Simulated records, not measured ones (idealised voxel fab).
The following is a process module called voxel capacitor over wiring.
Cross-section cut spans 170 nm and uses square cells 5 nm in size.
Square cells in a grid make up a cross-section in this document, and the grid is given as bands, listed from the top down, each one or more rows of cells.
Per band: top height and bottom height in nm, followed by the left-to-right materials and their widths in nm; "edge to edge" marks a single material spanning edge to edge, "empty" marks empty space.
Beneath 0, the wafer as received is one material, and that level is where height counting begins. The lowest band goes on downward without a bottom; it is written like "0..down".
The width entry "30..40" should be interpreted row by row: the top row of cells in the band takes the first number, the bottom row takes the second number, and the change between adjacent rows is uniform throughout.
For the purposes of this document, the phrase "nothing different" attached to a step denotes that no cell within the cross-section was modified by that step.
"Trapped cavities" lists enclosed empty spaces (at least 8 cells, no open path upward to the top), each as width x height at distance from the left edge, in nm.
Past the settings on a step's line: simulator remark, on that step.
Each step line may optionally specify "overlay nm", which for a step with a mask gives the rightward distance between the mask's planned place and where it lay, a negative value indicating the leftward direction.
**Set out below are the planned steps of the process**
| 1 | RECEIVE with material Si |
| 2 | CONFORMAL_DEP with material SiO2, thk nm 10 |
| 3 | DIRECTIONAL_DEP with material TiN, thk nm 5 |
| 4 | DIRECTIONAL_DEP with material Ru, thk nm 15 |
| 5 | MASKED_ETCH with tone cover, mask id METAL_1, width nm 25, pitch nm 80, etch materials Ru, depth nm 15, overlay nm 0 |
| 6 | MASKED_ETCH with tone cover, mask id METAL_1, width nm 25, pitch nm 80, etch materials TiN, depth nm 5, overlay nm 0 |
| 7 | CONFORMAL_DEP with material SiCN, thk nm 5 |
| 8 | FILL_DEP with material lowk, thk nm 10 |
| 9 | CMP with height nm 30 |
| 10 | CONFORMAL_DEP with material SiCN, thk nm 5 |
| 11 | DIRECTIONAL_DEP with material lowk, thk nm 15 |
| 12 | PATTERN with tone open, mask id PLUG_1, material resist, width nm 15, thk nm 15, overlay nm 0 |
| 13 | DIRECTIONAL_ETCH with etch materials lowk, depth nm 15 |
| 14 | DIRECTIONAL_ETCH with etch materials SiCN, depth nm 5 |
| 15 | STRIP with etch materials resist |
| 16 | CONFORMAL_DEP with material TiN, thk nm 5 |
| 17 | FILL_DEP with material Ru, thk nm 5 |
| 18 | CMP with height nm 50 |
| 19 | DIRECTIONAL_DEP with material TiN, thk nm 10 |
| 20 | DIRECTIONAL_DEP with material SiN, thk nm 5 |
| 21 | DIRECTIONAL_DEP with material TiN, thk nm 10 |
| 22 | PATTERN with tone cover, mask id UPPER_PLATE, material resist, width nm 60, thk nm 15, overlay nm 0 |
| 23 | DIRECTIONAL_ETCH with etch materials TiN, depth nm 10 |
| 24 | DIRECTIONAL_ETCH with etch materials SiN, depth nm 5 |
| 25 | STRIP with etch materials resist |
| 26 | DIRECTIONAL_DEP with material aC, thk nm 10 |
| 27 | PATTERN with tone cover, mask id LOWER_PLATE, material resist, width nm 70, thk nm 25, overlay nm 0 |
| 28 | DIRECTIONAL_ETCH with etch materials aC, depth nm 10 |
| 29 | STRIP with etch materials resist |
| 30 | DIRECTIONAL_ETCH with etch materials TiN, depth nm 10 |
| 31 | STRIP with etch materials aC |
| 32 | FILL_DEP with material SiO2, thk nm 15 |
| 33 | CMP with height nm 85 |
| 34 | DIRECTIONAL_DEP with material aC, thk nm 15 |
| 35 | PATTERN with tone open, mask id PLUG_2, material resist, width nm 15, thk nm 30, overlay nm 0 |
| 36 | DIRECTIONAL_ETCH with etch materials aC, depth nm 15 |
| 37 | STRIP with etch materials resist |
| 38 | DIRECTIONAL_ETCH with etch materials SiO2, depth nm 10 |
| 39 | STRIP with etch materials aC |
| 40 | CONFORMAL_DEP with material TiN, thk nm 5 |
| 41 | FILL_DEP with material Ru, thk nm 10 |
| 42 | CMP with height nm 85 |
| 43 | CONFORMAL_DEP with material SiCN, thk nm 5 |
**The first of two wafers, run as planned**
**Shown in cross-section is the wafer as received, that is, as it stands after step 1**
- 0..down | Si edge to edge
- Trapped cavities: none
**Wafer xsec, post step 2**
- 10..0 | SiO2 edge to edge
- Below 0 it's all the same as before, nothing changed down there.
**Wafer xsec, post step 3**
- 15..10 | TiN edge to edge
- Below 10 it's all the same as before, nothing changed down there.
**Wafer xsec, post step 4**
- 30..15 | Ru edge to edge
- Below 15 it's all the same as before, nothing changed down there.
**Wafer xsec, post step 5**
- 30..15 | empty=30; Ru=25; empty=55; Ru=25; empty=35
- Below 15 it's all the same as before, nothing changed down there.
**Wafer xsec, post step 6**
- 30..15 | empty=30; Ru=25; empty=55; Ru=25; empty=35
- 15..10 | empty=30; TiN=25; empty=55; TiN=25; empty=35
- Below 10 it's all the same as before, nothing changed down there.
**Wafer xsec, post step 7**
- 35..30 | empty=25; SiCN=35; empty=45; SiCN=35; empty=30
- 30..15 | empty=25; SiCN=5; Ru=25; SiCN=5; empty=45; SiCN=5; Ru=25; SiCN=5; empty=30
- 15..10 | SiCN=30; TiN=25; SiCN=55; TiN=25; SiCN=35
- Below 10 it's all the same as before, nothing changed down there.
**Wafer xsec, post step 8**
- 45..35 | lowk edge to edge
- 35..30 | lowk=25; SiCN=35; lowk=45; SiCN=35; lowk=30
- 30..15 | lowk=25; SiCN=5; Ru=25; SiCN=5; lowk=45; SiCN=5; Ru=25; SiCN=5; lowk=30
- Below 15 it's all the same as before, nothing changed down there.
**Wafer xsec, post step 9**
- 30..15 | lowk=25; SiCN=5; Ru=25; SiCN=5; lowk=45; SiCN=5; Ru=25; SiCN=5; lowk=30
- Below 15 it's all the same as before, nothing changed down there.
**Wafer xsec, post step 10**
- 35..30 | SiCN edge to edge
- Below 30 it's all the same as before, nothing changed down there.
**Wafer xsec, post step 11**
- 50..35 | lowk edge to edge
- Below 35 it's all the same as before, nothing changed down there.
**Wafer xsec, post step 12**
- 65..50 | resist=40; empty=15; resist=115
- Below 50 it's all the same as before, nothing changed down there.
**Wafer xsec, post step 13**
- 65..50 | resist=40; empty=15; resist=115
- 50..35 | lowk=40; empty=15; lowk=115
- Below 35 it's all the same as before, nothing changed down there.
**Wafer xsec, post step 14**
- 65..50 | resist=40; empty=15; resist=115
- 50..35 | lowk=40; empty=15; lowk=115
- 35..30 | SiCN=40; empty=15; SiCN=115
- Below 30 it's all the same as before, nothing changed down there.
**Wafer xsec, post step 15**
- 50..35 | lowk=40; empty=15; lowk=115
- Below 35 it's all the same as before, nothing changed down there.
**Wafer xsec, post step 16**
- 55..50 | TiN=45; empty=5; TiN=120
- 50..35 | lowk=40; TiN=5; empty=5; TiN=5; lowk=115
- 35..30 | SiCN=40; TiN=15; SiCN=115
- Below 30 it's all the same as before, nothing changed down there.
**Wafer xsec, post step 17**
- 60..55 | Ru edge to edge
- 55..50 | TiN=45; Ru=5; TiN=120
- 50..35 | lowk=40; TiN=5; Ru=5; TiN=5; lowk=115
- Below 35 it's all the same as before, nothing changed down there.
**Wafer xsec, post step 18**
- 50..35 | lowk=40; TiN=5; Ru=5; TiN=5; lowk=115
- Below 35 it's all the same as before, nothing changed down there.
**Wafer xsec, post step 19**
- 60..50 | TiN edge to edge
- Below 50 it's all the same as before, nothing changed down there.
**Wafer xsec, post step 20**
- 65..60 | SiN edge to edge
- Below 60 it's all the same as before, nothing changed down there.
**Wafer xsec, post step 21**
- 75..65 | TiN edge to edge
- Below 65 it's all the same as before, nothing changed down there.
**Wafer xsec, post step 22**
- 90..75 | empty=40; resist=60; empty=70
- Below 75 it's all the same as before, nothing changed down there.
**Wafer xsec, post step 23**
- 90..75 | empty=40; resist=60; empty=70
- 75..65 | empty=40; TiN=60; empty=70
- Below 65 it's all the same as before, nothing changed down there.
**Wafer xsec, post step 24**
- 90..75 | empty=40; resist=60; empty=70
- 75..65 | empty=40; TiN=60; empty=70
- 65..60 | empty=40; SiN=60; empty=70
- Below 60 it's all the same as before, nothing changed down there.
**Wafer xsec, post step 25**
- 75..65 | empty=40; TiN=60; empty=70
- Below 65 it's all the same as before, nothing changed down there.
**Wafer xsec, post step 26**
- 85..75 | empty=40; aC=60; empty=70
- 75..70 | empty=40; TiN=60; empty=70
- 70..65 | aC=40; TiN=60; aC=70
- 65..60 | aC=40; SiN=60; aC=70
- Below 60 it's all the same as before, nothing changed down there.
**Wafer xsec, post step 27**
- 110..85 | empty=35; resist=70; empty=65
- 85..75 | empty=35; resist=5; aC=60; resist=5; empty=65
- 75..70 | empty=35; resist=5; TiN=60; resist=5; empty=65
- Below 70 it's all the same as before, nothing changed down there.
**Wafer xsec, post step 28**
- 100..85 | empty=35; resist=70; empty=65
- 85..75 | empty=35; resist=5; aC=60; resist=5; empty=65
- 75..70 | empty=35; resist=5; TiN=60; resist=5; empty=65
- 70..65 | empty=35; aC=5; TiN=60; aC=5; empty=65
- 65..60 | empty=35; aC=5; SiN=60; aC=5; empty=65
- Below 60 it's all the same as before, nothing changed down there.
**Wafer xsec, post step 29**
- 85..75 | empty=40; aC=60; empty=70
- 75..70 | empty=40; TiN=60; empty=70
- Below 70 it's all the same as before, nothing changed down there.
**Wafer xsec, post step 30**
- 85..75 | empty=40; aC=60; empty=70
- 75..70 | empty=40; TiN=60; empty=70
- 70..65 | empty=35; aC=5; TiN=60; aC=5; empty=65
- 65..60 | empty=35; aC=5; SiN=60; aC=5; empty=65
- 60..50 | empty=35; TiN=70; empty=65
- Below 50 it's all the same as before, nothing changed down there.
**Wafer xsec, post step 31**
- 75..65 | empty=40; TiN=60; empty=70
- 65..60 | empty=40; SiN=60; empty=70
- Below 60 it's all the same as before, nothing changed down there.
**Wafer xsec, post step 32**
- 90..75 | SiO2 edge to edge
- 75..65 | SiO2=40; TiN=60; SiO2=70
- 65..60 | SiO2=40; SiN=60; SiO2=70
- 60..50 | SiO2=35; TiN=70; SiO2=65
- Below 50 it's all the same as before, nothing changed down there.
**Wafer xsec, post step 33**
- 85..75 | SiO2 edge to edge
- Below 75 it's all the same as before, nothing changed down there.
**Wafer xsec, post step 34**
- 100..85 | aC edge to edge
- Below 85 it's all the same as before, nothing changed down there.
**Wafer xsec, post step 35**
- 130..100 | resist=50; empty=15; resist=105
- Below 100 it's all the same as before, nothing changed down there.
**Wafer xsec, post step 36**
- 115..100 | resist=50; empty=15; resist=105
- 100..85 | aC=50; empty=15; aC=105
- Below 85 it's all the same as before, nothing changed down there.
**Wafer xsec, post step 37**
- 100..85 | aC=50; empty=15; aC=105
- Below 85 it's all the same as before, nothing changed down there.
**Wafer xsec, post step 38**
- 100..85 | aC=50; empty=15; aC=105
- 85..75 | SiO2=50; empty=15; SiO2=105
- Below 75 it's all the same as before, nothing changed down there.
**Wafer xsec, post step 39**
- 85..75 | SiO2=50; empty=15; SiO2=105
- Below 75 it's all the same as before, nothing changed down there.
**Wafer xsec, post step 40**
- 90..85 | TiN=55; empty=5; TiN=110
- 85..80 | SiO2=50; TiN=5; empty=5; TiN=5; SiO2=105
- 80..75 | SiO2=50; TiN=15; SiO2=105
- Below 75 it's all the same as before, nothing changed down there.
**Wafer xsec, post step 41**
- 100..90 | Ru edge to edge
- 90..85 | TiN=55; Ru=5; TiN=110
- 85..80 | SiO2=50; TiN=5; Ru=5; TiN=5; SiO2=105
- Below 80 it's all the same as before, nothing changed down there.
**Wafer xsec, post step 42**
- 85..80 | SiO2=50; TiN=5; Ru=5; TiN=5; SiO2=105
- Below 80 it's all the same as before, nothing changed down there.
**Wafer xsec, post step 43**
- 90..85 | SiCN edge to edge
- Below 85 it's all the same as before, nothing changed down there.
**Okay, second wafer. Nothing different at the start, nothing different in the plan, just one mistake somewhere in the running. As far as step 26, counting that step, it's the first wafer all over again**
**Second wafer profile in section, at the moment step 27 of the plan was meant to be complete**
- 110..85 | empty=40; resist=70; empty=60
- 85..75 | empty=40; aC=60; resist=10; empty=60
- 75..70 | empty=40; TiN=60; resist=10; empty=60
- Below 70 it's all the same as before, nothing changed down there.
**Second wafer profile in section, at the moment step 28 of the plan was meant to be complete**
- 100..85 | empty=40; resist=70; empty=60
- 85..75 | empty=40; aC=60; resist=10; empty=60
- 75..70 | empty=40; TiN=60; resist=10; empty=60
- 70..65 | empty=40; TiN=60; aC=10; empty=60
- 65..60 | empty=40; SiN=60; aC=10; empty=60
- Below 60 it's all the same as before, nothing changed down there.
**Second wafer profile in section, at the moment step 29 of the plan was meant to be complete**
- 85..75 | empty=40; aC=60; empty=70
- 75..70 | empty=40; TiN=60; empty=70
- Below 70 it's all the same as before, nothing changed down there.
**Second wafer profile in section, at the moment step 30 of the plan was meant to be complete**
- 85..75 | empty=40; aC=60; empty=70
- 75..70 | empty=40; TiN=60; empty=70
- 70..65 | empty=40; TiN=60; aC=10; empty=60
- 65..60 | empty=40; SiN=60; aC=10; empty=60
- 60..50 | empty=40; TiN=70; empty=60
- Below 50 it's all the same as before, nothing changed down there.
**Second wafer profile in section, at the moment step 31 of the plan was meant to be complete**
- 75..65 | empty=40; TiN=60; empty=70
- 65..60 | empty=40; SiN=60; empty=70
- Below 60 it's all the same as before, nothing changed down there.
**Second wafer profile in section, at the moment step 32 of the plan was meant to be complete**
- 90..75 | SiO2 edge to edge
- 75..65 | SiO2=40; TiN=60; SiO2=70
- 65..60 | SiO2=40; SiN=60; SiO2=70
- 60..50 | SiO2=40; TiN=70; SiO2=60
- Below 50 it's all the same as before, nothing changed down there.
**Second wafer profile in section, at the moment step 33 of the plan was meant to be complete**
- 85..75 | SiO2 edge to edge
- Below 75 it's all the same as before, nothing changed down there.
**Second wafer profile in section, at the moment step 34 of the plan was meant to be complete**
- 100..85 | aC edge to edge
- Below 85 it's all the same as before, nothing changed down there.
**Second wafer profile in section, at the moment step 35 of the plan was meant to be complete**
- 130..100 | resist=50; empty=15; resist=105
- Below 100 it's all the same as before, nothing changed down there.
**Second wafer profile in section, at the moment step 36 of the plan was meant to be complete**
- 115..100 | resist=50; empty=15; resist=105
- 100..85 | aC=50; empty=15; aC=105
- Below 85 it's all the same as before, nothing changed down there.
**Second wafer profile in section, at the moment step 37 of the plan was meant to be complete**
- 100..85 | aC=50; empty=15; aC=105
- Below 85 it's all the same as before, nothing changed down there.
**Second wafer profile in section, at the moment step 38 of the plan was meant to be complete**
- 100..85 | aC=50; empty=15; aC=105
- 85..75 | SiO2=50; empty=15; SiO2=105
- Below 75 it's all the same as before, nothing changed down there.
**Second wafer profile in section, at the moment step 39 of the plan was meant to be complete**
- 85..75 | SiO2=50; empty=15; SiO2=105
- Below 75 it's all the same as before, nothing changed down there.
**Second wafer profile in section, at the moment step 40 of the plan was meant to be complete**
- 90..85 | TiN=55; empty=5; TiN=110
- 85..80 | SiO2=50; TiN=5; empty=5; TiN=5; SiO2=105
- 80..75 | SiO2=50; TiN=15; SiO2=105
- Below 75 it's all the same as before, nothing changed down there.
**Second wafer profile in section, at the moment step 41 of the plan was meant to be complete**
- 100..90 | Ru edge to edge
- 90..85 | TiN=55; Ru=5; TiN=110
- 85..80 | SiO2=50; TiN=5; Ru=5; TiN=5; SiO2=105
- Below 80 it's all the same as before, nothing changed down there.
**Second wafer profile in section, at the moment step 42 of the plan was meant to be complete**
- 85..80 | SiO2=50; TiN=5; Ru=5; TiN=5; SiO2=105
- Below 80 it's all the same as before, nothing changed down there.
**Second wafer profile in section, at the moment step 43 of the plan was meant to be complete**
- 90..85 | SiCN edge to edge
- Below 85 it's all the same as before, nothing changed down there.
What was done differently from what was planned? off-plan run, step 27, actual operation and settings PATTERN with tone cover, mask id LOWER_PLATE, material resist, width nm 70, thk nm 25, overlay nm 5
Tallied in cells, the final second wafer holds each material in the same quantity as the first, although not at the same places.
